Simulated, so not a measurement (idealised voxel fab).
Documented hereafter: the process module known as voxel air gaps.
Shown is cross-section cut, with a width of 165 nm and square cells of size 5 nm.
Format of a cross-section: grid, square cells. Given as bands. Order: top down. Band: one or more rows of cells.
Within each band entry, the heights of the top and of the bottom of the band appear first, in that order and in nm; the materials of the band then follow from left to right, each with its corresponding width in nm. The designation "full width" on a single material indicates that it fills the band from edge to edge; the designation "empty" indicates empty space.
Heights from 0 (as-received wafer is one material below). Bottom band endless downward, as "z 0 and below".
Top row gets the first number, bottom row gets the second, and each row in between changes by the same step: that is how a band width like "30 to 40" works.
It should be understood that the words "remained the same", when stated for a given step, signify that the cross-section underwent no change in any of its cells during that step.
Basically, "Enclosed cavities" tells you about the enclosed voids: empty spaces with no open way to the top, 8 cells or bigger, each written width x height at distance, where distance is from the left edge, all in nm.
after a step's settings: what the simulator itself notes on the step
When a step includes a mask, the "overlay nm" setting on its line states how far to the right of its planned place that mask lay, and negative values state how far to the left.

Process steps - plan
- 1: RECEIVE,material Si
- 2: CONFORMAL_DEP,material SiO2,thk nm 15
- 3: CONFORMAL_DEP,material SiCN,thk nm 5
- 4: DIRECTIONAL_DEP,material SiO2,thk nm 35
- 5: MASKED_ETCH,tone open,mask id LINES,width nm 20,pitch nm 45,etch materials SiO2,depth nm 35,overlay nm 0
- 6: CONFORMAL_DEP,material TiN,thk nm 5
- 7: FILL_DEP,material Cu,thk nm 5
- 8: CMP,height nm 55
- 9: EPI,material Ru,thk nm 10
- 10: SELECTIVE_ETCH,etch materials SiO2,depth nm 45
- 11: CONFORMAL_DEP,material SiCN,thk nm 5

Incoming wafer in cross-section (state: after step 1)
z 0 and below: Si full width
Enclosed cavities: none

Run as planned - first of the two wafers cross-sectioned at the end of the module
z 70 to 65: 10 empty; 140 SiCN; 15 empty
z 65 to 55: 10 empty; 5 SiCN; 40 Ru; 5 SiCN; 40 Ru; 5 SiCN; 40 Ru; 5 SiCN; 15 empty
z 55 to 50: 10 empty; 15 SiCN; 5 TiN; 10 Cu; 5 TiN; 25 SiCN; 5 TiN; 10 Cu; 5 TiN; 25 SiCN; 5 TiN; 10 Cu; 5 TiN; 15 SiCN; 15 empty
z 50 to 25: 20 empty; 5 SiCN; 5 TiN; 10 Cu; 5 TiN; 5 SiCN; 15 empty; 5 SiCN; 5 TiN; 10 Cu; 5 TiN; 5 SiCN; 15 empty; 5 SiCN; 5 TiN; 10 Cu; 5 TiN; 5 SiCN; 25 empty
z 25 to 20: 25 SiCN; 20 TiN; 25 SiCN; 20 TiN; 25 SiCN; 20 TiN; 30 SiCN
z 20 to 15: SiCN full width
z 15 to 0: SiO2 full width
z 0 and below: Si full width
Enclosed cavities: 15 x 25 at 50; 15 x 25 at 95

So this is wafer number two of the two, cut at the end of the module - it started where the first did and had the same plan, we just got one thing wrong running it
z 80 to 75: 160 SiCN; 5 empty
z 75 to 55: 5 SiCN; 150 Ru; 5 SiCN; 5 empty
z 55 to 50: 25 SiCN; 5 TiN; 10 Cu; 5 TiN; 25 SiO2; 5 TiN; 10 Cu; 5 TiN; 25 SiO2; 5 TiN; 10 Cu; 5 TiN; 25 SiCN; 5 empty
z 50 to 25: 20 empty; 5 SiCN; 5 TiN; 10 Cu; 5 TiN; 25 SiO2; 5 TiN; 10 Cu; 5 TiN; 25 SiO2; 5 TiN; 10 Cu; 5 TiN; 5 SiCN; 25 empty
z 25 to 20: 25 SiCN; 20 TiN; 25 SiO2; 20 TiN; 25 SiO2; 20 TiN; 30 SiCN
z 20 to 15: SiCN full width
z 15 to 0: SiO2 full width
z 0 and below: Si full width
Enclosed cavities: 20 x 25 at 0
The plan and the run diverged here: heads up, step 9 of the plan got done twice
Cell-count delta at end, second wafer over first, by material: Ru +72, SiCN -32, SiO2 +70
At process end, closed voids number 2 in the first wafer and 1 in the second wafer.
